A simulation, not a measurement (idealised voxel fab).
process module | voxel transistor to metal
cross-section cut | 285 nm wide | cells 5 nm
A cross-section is a grid of square cells, given in bands from the top down. A band is one or more rows of cells.
Each band's line starts with the height of the band's top and of its bottom, in nm. Then come its materials from left to right, each with its width in nm. One material with "throughout" fills the band from edge to edge. "air" is empty space.
Height 0 is the level under which the wafer as received is all one material. The lowest band goes on downwards, as in "0 down".
A width such as "30 to 40" changes by the same amount from each row of cells to the next, from the band's top row to its bottom row.
"no change" after a step means that no cell of the cross-section changed.
closed voids: empty space of 8 cells or more with no open way to the top, each as width x height at its distance from the left edge, in nm
after a step's settings: what the simulator itself notes on the step
overlay nm, on a step with a mask: how far to the right of its planned place the mask lay; to the left if negative
plan
1 op RECEIVE | material Si
2 op OXIDIZE | depth nm 5
3 op CONFORMAL_DEP | material SiN | thk nm 10
4 op PATTERN | tone cover | mask id ACTIVE | material resist | width nm 115 | pitch nm 135 | thk nm 15 | overlay nm 0
5 op DIRECTIONAL_ETCH | etch materials SiN | depth nm 10
6 op DIRECTIONAL_ETCH | etch materials SiO2 | depth nm 5
7 op DIRECTIONAL_ETCH | etch materials Si | depth nm 20
8 op STRIP | etch materials resist
9 op FILL_DEP | material SiO2 | thk nm 15
10 op CMP | height nm 10
11 op SELECTIVE_ETCH | etch materials SiO2 | depth nm 10
12 op STRIP | etch materials SiN
13 op SELECTIVE_ETCH | etch materials SiO2 | depth nm 5
14 op OXIDIZE | depth nm 5
15 op DIRECTIONAL_DEP | material polySi | thk nm 25
16 op DIRECTIONAL_DEP | material SiCN | thk nm 10
17 op MASKED_ETCH | tone cover | mask id GATE | width nm 15 | pitch nm 135 | etch materials SiCN | depth nm 20 | overlay nm 0
18 op MASKED_ETCH | tone cover | mask id GATE | width nm 15 | pitch nm 135 | etch materials polySi | depth nm 35 | overlay nm 0
19 op CONFORMAL_DEP | material SiN | thk nm 5
20 op DIRECTIONAL_ETCH | etch materials SiN | depth nm 5
21 op DIRECTIONAL_ETCH | etch materials SiO2 | depth nm 5
22 op EPI | material nSi | thk nm 5
23 op FILL_DEP | material SiO2 | thk nm 5
24 op CMP | height nm 30
25 op DIRECTIONAL_DEP | material SiO2 | thk nm 15
26 op MASKED_ETCH | tone open | mask id CONTACT | width nm 20 | etch materials SiO2 | depth nm 50 | overlay nm 0
27 op CONFORMAL_DEP | material TiN | thk nm 5
28 op FILL_DEP | material W | thk nm 5
29 op CMP | height nm 45
30 op CONFORMAL_DEP | material SiCN | thk nm 5
31 op DIRECTIONAL_DEP | material SiO2 | thk nm 25
32 op PATTERN | tone open | mask id METAL_1 | material resist | width nm 20 | thk nm 20 | overlay nm 0
33 op DIRECTIONAL_ETCH | etch materials SiO2 | depth nm 25
34 op DIRECTIONAL_ETCH | etch materials SiCN | depth nm 5
35 op STRIP | etch materials resist
36 op CONFORMAL_DEP | material TiN | thk nm 5
37 op FILL_DEP | material Cu | thk nm 10
38 op CMP | height nm 75
39 op CONFORMAL_DEP | material SiCN | thk nm 5
as received, after step 1
  0 down: Si throughout
  closed voids: none
a wafer at the end: this start, this plan, one mistake
  80 to 75: SiCN throughout
  75 to 50: SiO2 25 | TiN 5 | Cu 10 | TiN 5 | SiO2 55 | TiN 5 | Cu 10 | TiN 5 | SiO2 40 | TiN 5 | Cu 10 | TiN 5 | SiO2 55 | TiN 5 | Cu 10 | TiN 5 | SiO2 30
  50 to 45: SiCN 25 | TiN 20 | SiCN 55 | TiN 20 | SiCN 40 | TiN 20 | SiCN 55 | TiN 20 | SiCN 30
  45 to 30: SiO2 25 | TiN 5 | W 10 | TiN 5 | SiO2 55 | TiN 5 | W 10 | TiN 5 | SiO2 40 | TiN 5 | W 10 | TiN 5 | SiO2 55 | TiN 5 | W 10 | TiN 5 | SiO2 30
  30 to 20: SiO2 25 | TiN 5 | W 10 | TiN 5 | SiO2 15 | SiN 5 | SiCN 15 | SiN 5 | SiO2 15 | TiN 5 | W 10 | TiN 5 | SiO2 40 | TiN 5 | W 10 | TiN 5 | SiO2 15 | SiN 5 | SiCN 15 | SiN 5 | SiO2 15 | TiN 5 | W 10 | TiN 5 | SiO2 30
  20 to 0: SiO2 25 | TiN 5 | W 10 | TiN 5 | SiO2 15 | SiN 5 | polySi 15 | SiN 5 | SiO2 15 | TiN 5 | W 10 | TiN 5 | SiO2 40 | TiN 5 | W 10 | TiN 5 | SiO2 15 | SiN 5 | polySi 15 | SiN 5 | SiO2 15 | TiN 5 | W 10 | TiN 5 | SiO2 30
  0 to -5: SiO2 25 | TiN 20 | SiO2 15 | SiN 5 | polySi 15 | SiN 5 | SiO2 15 | TiN 20 | SiO2 40 | TiN 20 | SiO2 15 | SiN 5 | polySi 15 | SiN 5 | SiO2 15 | TiN 20 | SiO2 30
  -5 to -10: nSi 20 | SiO2 105 | nSi 30 | SiO2 105 | nSi 25
  -10 to -25: Si 15 | SiO2 115 | Si 20 | SiO2 115 | Si 20
  -25 down: Si throughout
  closed voids: none
what went wrong: step 4 ran as: op PATTERN | tone open | mask id ACTIVE | material resist | width nm 115 | pitch nm 135 | thk nm 15 | overlay nm 0
